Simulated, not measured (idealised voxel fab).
process module | voxel wiring stack
cross-section cut | 220 nm wide | cells 5 nm
A cross-section is a grid of square cells, given in bands from the top down. A band is one or more rows of cells.
Each band's line starts with the height of the band's top and of its bottom, in nm. Then come its materials from left to right, each with its width in nm. One material with "throughout" fills the band from edge to edge. "air" is empty space.
Height 0 is the level under which the wafer as received is all one material. The lowest band goes on downwards, as in "0 down".
A width such as "30 to 40" changes by the same amount from each row of cells to the next, from the band's top row to its bottom row.
"no change" after a step means that no cell of the cross-section changed.
closed voids: empty space of 8 cells or more with no open way to the top, each as width x height at its distance from the left edge, in nm
after a step's settings: what the simulator itself notes on the step
overlay nm, on a step with a mask: how far to the right of its planned place the mask lay; to the left if negative
plan
1 op RECEIVE | material Si
2 op CONFORMAL_DEP | material SiO2 | thk nm 10
3 op DIRECTIONAL_DEP | material TiN | thk nm 5
4 op DIRECTIONAL_DEP | material Ru | thk nm 20
5 op DIRECTIONAL_DEP | material aC | thk nm 10
6 op PATTERN | tone cover | mask id METAL_1 | material resist | width nm 30 | pitch nm 45 | thk nm 30 | overlay nm 0
7 op DIRECTIONAL_ETCH | etch materials aC | depth nm 10
8 op STRIP | etch materials resist
9 op DIRECTIONAL_ETCH | etch materials Ru | depth nm 20
10 op DIRECTIONAL_ETCH | etch materials TiN | depth nm 5
11 op STRIP | etch materials aC
12 op CONFORMAL_DEP | material SiCN | thk nm 5
13 op FILL_DEP | material SiO2 | thk nm 5
14 op CMP | height nm 35
15 op CONFORMAL_DEP | material SiCN | thk nm 5
16 op DIRECTIONAL_DEP | material lowk | thk nm 30
17 op DIRECTIONAL_DEP | material aC | thk nm 10
18 op PATTERN | tone open | mask id METAL_2_HOLES | material resist | width nm 15 | thk nm 25 | overlay nm 0
19 op DIRECTIONAL_ETCH | etch materials aC | depth nm 10
20 op STRIP | etch materials resist
21 op DIRECTIONAL_ETCH | etch materials lowk | depth nm 30
22 op STRIP | etch materials aC
23 op MASKED_ETCH | tone open | mask id METAL_2 | width nm 30 | pitch nm 45 | etch materials lowk | depth nm 15 | overlay nm 0
24 op MASKED_ETCH | tone open | mask id METAL_2 | width nm 30 | pitch nm 45 | etch materials SiCN | depth nm 5 | overlay nm 0
25 op CONFORMAL_DEP | material TiN | thk nm 5
26 op FILL_DEP | material Ru | thk nm 10
27 op CMP | height nm 70
28 op CONFORMAL_DEP | material SiCN | thk nm 5
29 op DIRECTIONAL_DEP | material lowk | thk nm 10
30 op PATTERN | tone open | mask id PLUG_2 | material resist | width nm 15 | thk nm 20 | overlay nm 0
31 op DIRECTIONAL_ETCH | etch materials lowk | depth nm 10
32 op DIRECTIONAL_ETCH | etch materials SiCN | depth nm 5
33 op STRIP | etch materials resist
34 op CONFORMAL_DEP | material TiN | thk nm 5
35 op FILL_DEP | material W | thk nm 5
36 op CMP | height nm 85
37 op CONFORMAL_DEP | material SiCN | thk nm 5
38 op DIRECTIONAL_DEP | material SiO2 | thk nm 15
39 op PATTERN | tone open | mask id METAL_3 | material resist | width nm 30 | pitch nm 45 | thk nm 15 | overlay nm 0
40 op DIRECTIONAL_ETCH | etch materials SiO2 | depth nm 15
41 op DIRECTIONAL_ETCH | etch materials SiCN | depth nm 5
42 op STRIP | etch materials resist
43 op CONFORMAL_DEP | material TiN | thk nm 5
44 op FILL_DEP | material Ru | thk nm 5
45 op CMP | height nm 105
46 op EPI | material Ru | thk nm 5
47 op FILL_DEP | material SiCN | thk nm 5
first wafer, as planned
as received, after step 1
  0 down: Si throughout
  closed voids: none
after step 2
  10 to 0: SiO2 throughout
  below 0: unchanged
after step 3
  15 to 10: TiN throughout
  below 10: unchanged
after step 4
  35 to 15: Ru throughout
  below 15: unchanged
after step 5
  45 to 35: aC throughout
  below 35: unchanged
after step 6
  75 to 45: air 70 | resist 30 | air 15 | resist 30 | air 75
  below 45: unchanged
after step 7
  65 to 45: air 70 | resist 30 | air 15 | resist 30 | air 75
  45 to 35: air 70 | aC 30 | air 15 | aC 30 | air 75
  below 35: unchanged
after step 8
  45 to 35: air 70 | aC 30 | air 15 | aC 30 | air 75
  below 35: unchanged
after step 9
  45 to 35: air 70 | aC 30 | air 15 | aC 30 | air 75
  35 to 15: air 70 | Ru 30 | air 15 | Ru 30 | air 75
  below 15: unchanged
after step 10
  45 to 35: air 70 | aC 30 | air 15 | aC 30 | air 75
  35 to 15: air 70 | Ru 30 | air 15 | Ru 30 | air 75
  15 to 10: air 70 | TiN 30 | air 15 | TiN 30 | air 75
  below 10: unchanged
after step 11
  35 to 15: air 70 | Ru 30 | air 15 | Ru 30 | air 75
  below 15: unchanged
after step 12
  40 to 35: air 65 | SiCN 40 | air 5 | SiCN 40 | air 70
  35 to 15: air 65 | SiCN 5 | Ru 30 | SiCN 5 | air 5 | SiCN 5 | Ru 30 | SiCN 5 | air 70
  15 to 10: SiCN 70 | TiN 30 | SiCN 15 | TiN 30 | SiCN 75
  below 10: unchanged
after step 13
  45 to 40: SiO2 throughout
  40 to 35: SiO2 65 | SiCN 40 | SiO2 5 | SiCN 40 | SiO2 70
  35 to 15: SiO2 65 | SiCN 5 | Ru 30 | SiCN 5 | SiO2 5 | SiCN 5 | Ru 30 | SiCN 5 | SiO2 70
  below 15: unchanged
after step 14
  35 to 15: SiO2 65 | SiCN 5 | Ru 30 | SiCN 5 | SiO2 5 | SiCN 5 | Ru 30 | SiCN 5 | SiO2 70
  below 15: unchanged
after step 15
  40 to 35: SiCN throughout
  below 35: unchanged
after step 16
  70 to 40: lowk throughout
  below 40: unchanged
after step 17
  80 to 70: aC throughout
  below 70: unchanged
after step 18
  105 to 80: resist 70 | air 15 | resist 135
  below 80: unchanged
after step 19
  95 to 80: resist 70 | air 15 | resist 135
  80 to 70: aC 70 | air 15 | aC 135
  below 70: unchanged
after step 20
  80 to 70: aC 70 | air 15 | aC 135
  below 70: unchanged
after step 21
  80 to 70: aC 70 | air 15 | aC 135
  70 to 40: lowk 70 | air 15 | lowk 135
  below 40: unchanged
after step 22
  70 to 40: lowk 70 | air 15 | lowk 135
  below 40: unchanged
after step 23
  70 to 55: lowk 70 | air 30 | lowk 15 | air 30 | lowk 75
  below 55: unchanged
after step 24
  70 to 55: lowk 70 | air 30 | lowk 15 | air 30 | lowk 75
  55 to 40: lowk 70 | air 15 | lowk 135
  40 to 35: SiCN 70 | air 15 | SiCN 135
  below 35: unchanged
after step 25
  75 to 70: TiN 75 | air 20 | TiN 25 | air 20 | TiN 80
  70 to 60: lowk 70 | TiN 5 | air 20 | TiN 5 | lowk 15 | TiN 5 | air 20 | TiN 5 | lowk 75
  60 to 55: lowk 70 | TiN 5 | air 5 | TiN 20 | lowk 15 | TiN 30 | lowk 75
  55 to 40: lowk 70 | TiN 5 | air 5 | TiN 5 | lowk 135
  40 to 35: SiCN 70 | TiN 15 | SiCN 135
  below 35: unchanged
after step 26
  85 to 75: Ru throughout
  75 to 70: TiN 75 | Ru 20 | TiN 25 | Ru 20 | TiN 80
  70 to 60: lowk 70 | TiN 5 | Ru 20 | TiN 5 | lowk 15 | TiN 5 | Ru 20 | TiN 5 | lowk 75
  60 to 55: lowk 70 | TiN 5 | Ru 5 | TiN 20 | lowk 15 | TiN 30 | lowk 75
  55 to 40: lowk 70 | TiN 5 | Ru 5 | TiN 5 | lowk 135
  below 40: unchanged
after step 27
  70 to 60: lowk 70 | TiN 5 | Ru 20 | TiN 5 | lowk 15 | TiN 5 | Ru 20 | TiN 5 | lowk 75
  below 60: unchanged
after step 28
  75 to 70: SiCN throughout
  below 70: unchanged
after step 29
  85 to 75: lowk throughout
  below 75: unchanged
after step 30
  105 to 85: resist 70 | air 15 | resist 135
  below 85: unchanged
after step 31
  105 to 85: resist 70 | air 15 | resist 135
  85 to 75: lowk 70 | air 15 | lowk 135
  below 75: unchanged
after step 32
  105 to 85: resist 70 | air 15 | resist 135
  85 to 75: lowk 70 | air 15 | lowk 135
  75 to 70: SiCN 70 | air 15 | SiCN 135
  below 70: unchanged
after step 33
  85 to 75: lowk 70 | air 15 | lowk 135
  below 75: unchanged
after step 34
  90 to 85: TiN 75 | air 5 | TiN 140
  85 to 75: lowk 70 | TiN 5 | air 5 | TiN 5 | lowk 135
  75 to 70: SiCN 70 | TiN 15 | SiCN 135
  below 70: unchanged
after step 35
  95 to 90: W throughout
  90 to 85: TiN 75 | W 5 | TiN 140
  85 to 75: lowk 70 | TiN 5 | W 5 | TiN 5 | lowk 135
  below 75: unchanged
after step 36
  85 to 75: lowk 70 | TiN 5 | W 5 | TiN 5 | lowk 135
  below 75: unchanged
after step 37
  90 to 85: SiCN throughout
  below 85: unchanged
after step 38
  105 to 90: SiO2 throughout
  below 90: unchanged
after step 39
  120 to 105: resist 70 | air 30 | resist 15 | air 30 | resist 75
  below 105: unchanged
after step 40
  120 to 105: resist 70 | air 30 | resist 15 | air 30 | resist 75
  105 to 90: SiO2 70 | air 30 | SiO2 15 | air 30 | SiO2 75
  below 90: unchanged
after step 41
  120 to 105: resist 70 | air 30 | resist 15 | air 30 | resist 75
  105 to 90: SiO2 70 | air 30 | SiO2 15 | air 30 | SiO2 75
  90 to 85: SiCN 70 | air 30 | SiCN 15 | air 30 | SiCN 75
  below 85: unchanged
after step 42
  105 to 90: SiO2 70 | air 30 | SiO2 15 | air 30 | SiO2 75
  below 90: unchanged
after step 43
  110 to 105: TiN 75 | air 20 | TiN 25 | air 20 | TiN 80
  105 to 90: SiO2 70 | TiN 5 | air 20 | TiN 5 | SiO2 15 | TiN 5 | air 20 | TiN 5 | SiO2 75
  90 to 85: SiCN 70 | TiN 30 | SiCN 15 | TiN 30 | SiCN 75
  below 85: unchanged
after step 44
  115 to 110: Ru throughout
  110 to 105: TiN 75 | Ru 20 | TiN 25 | Ru 20 | TiN 80
  105 to 90: SiO2 70 | TiN 5 | Ru 20 | TiN 5 | SiO2 15 | TiN 5 | Ru 20 | TiN 5 | SiO2 75
  below 90: unchanged
after step 45
  105 to 90: SiO2 70 | TiN 5 | Ru 20 | TiN 5 | SiO2 15 | TiN 5 | Ru 20 | TiN 5 | SiO2 75
  below 90: unchanged
after step 46
  110 to 105: air 65 | Ru 40 | air 5 | Ru 40 | air 70
  below 105: unchanged
after step 47
  115 to 110: SiCN throughout
  110 to 105: SiCN 65 | Ru 40 | SiCN 5 | Ru 40 | SiCN 70
  below 105: unchanged
second wafer: like start, like plan, one mistake. Through step 29 it matches the first wafer
when step 30 should have ended
  105 to 85: resist 80 | air 15 | resist 125
  below 85: unchanged
when step 31 should have ended
  105 to 85: resist 80 | air 15 | resist 125
  85 to 75: lowk 80 | air 15 | lowk 125
  below 75: unchanged
when step 32 should have ended
  105 to 85: resist 80 | air 15 | resist 125
  85 to 75: lowk 80 | air 15 | lowk 125
  75 to 70: SiCN 80 | air 15 | SiCN 125
  below 70: unchanged
when step 33 should have ended
  85 to 75: lowk 80 | air 15 | lowk 125
  below 75: unchanged
when step 34 should have ended
  90 to 85: TiN 85 | air 5 | TiN 130
  85 to 75: lowk 80 | TiN 5 | air 5 | TiN 5 | lowk 125
  75 to 70: SiCN 80 | TiN 15 | SiCN 125
  below 70: unchanged
when step 35 should have ended
  95 to 90: W throughout
  90 to 85: TiN 85 | W 5 | TiN 130
  85 to 75: lowk 80 | TiN 5 | W 5 | TiN 5 | lowk 125
  below 75: unchanged
when step 36 should have ended
  85 to 75: lowk 80 | TiN 5 | W 5 | TiN 5 | lowk 125
  below 75: unchanged
when step 37 should have ended
  90 to 85: SiCN throughout
  below 85: unchanged
when step 38 should have ended
  105 to 90: SiO2 throughout
  below 90: unchanged
when step 39 should have ended
  120 to 105: resist 70 | air 30 | resist 15 | air 30 | resist 75
  below 105: unchanged
when step 40 should have ended
  120 to 105: resist 70 | air 30 | resist 15 | air 30 | resist 75
  105 to 90: SiO2 70 | air 30 | SiO2 15 | air 30 | SiO2 75
  below 90: unchanged
when step 41 should have ended
  120 to 105: resist 70 | air 30 | resist 15 | air 30 | resist 75
  105 to 90: SiO2 70 | air 30 | SiO2 15 | air 30 | SiO2 75
  90 to 85: SiCN 70 | air 30 | SiCN 15 | air 30 | SiCN 75
  below 85: unchanged
when step 42 should have ended
  105 to 90: SiO2 70 | air 30 | SiO2 15 | air 30 | SiO2 75
  below 90: unchanged
when step 43 should have ended
  110 to 105: TiN 75 | air 20 | TiN 25 | air 20 | TiN 80
  105 to 90: SiO2 70 | TiN 5 | air 20 | TiN 5 | SiO2 15 | TiN 5 | air 20 | TiN 5 | SiO2 75
  90 to 85: SiCN 70 | TiN 30 | SiCN 15 | TiN 30 | SiCN 75
  below 85: unchanged
when step 44 should have ended
  115 to 110: Ru throughout
  110 to 105: TiN 75 | Ru 20 | TiN 25 | Ru 20 | TiN 80
  105 to 90: SiO2 70 | TiN 5 | Ru 20 | TiN 5 | SiO2 15 | TiN 5 | Ru 20 | TiN 5 | SiO2 75
  below 90: unchanged
when step 45 should have ended
  105 to 90: SiO2 70 | TiN 5 | Ru 20 | TiN 5 | SiO2 15 | TiN 5 | Ru 20 | TiN 5 | SiO2 75
  below 90: unchanged
when step 46 should have ended
  110 to 105: air 65 | Ru 40 | air 5 | Ru 40 | air 70
  below 105: unchanged
when step 47 should have ended
  115 to 110: SiCN throughout
  110 to 105: SiCN 65 | Ru 40 | SiCN 5 | Ru 40 | SiCN 70
  below 105: unchanged
what went wrong: step 30 ran as: op PATTERN | tone open | mask id PLUG_2 | material resist | width nm 15 | thk nm 20 | overlay nm 10
at the end the second wafer has, in cells: as many of each material as the first, in other places
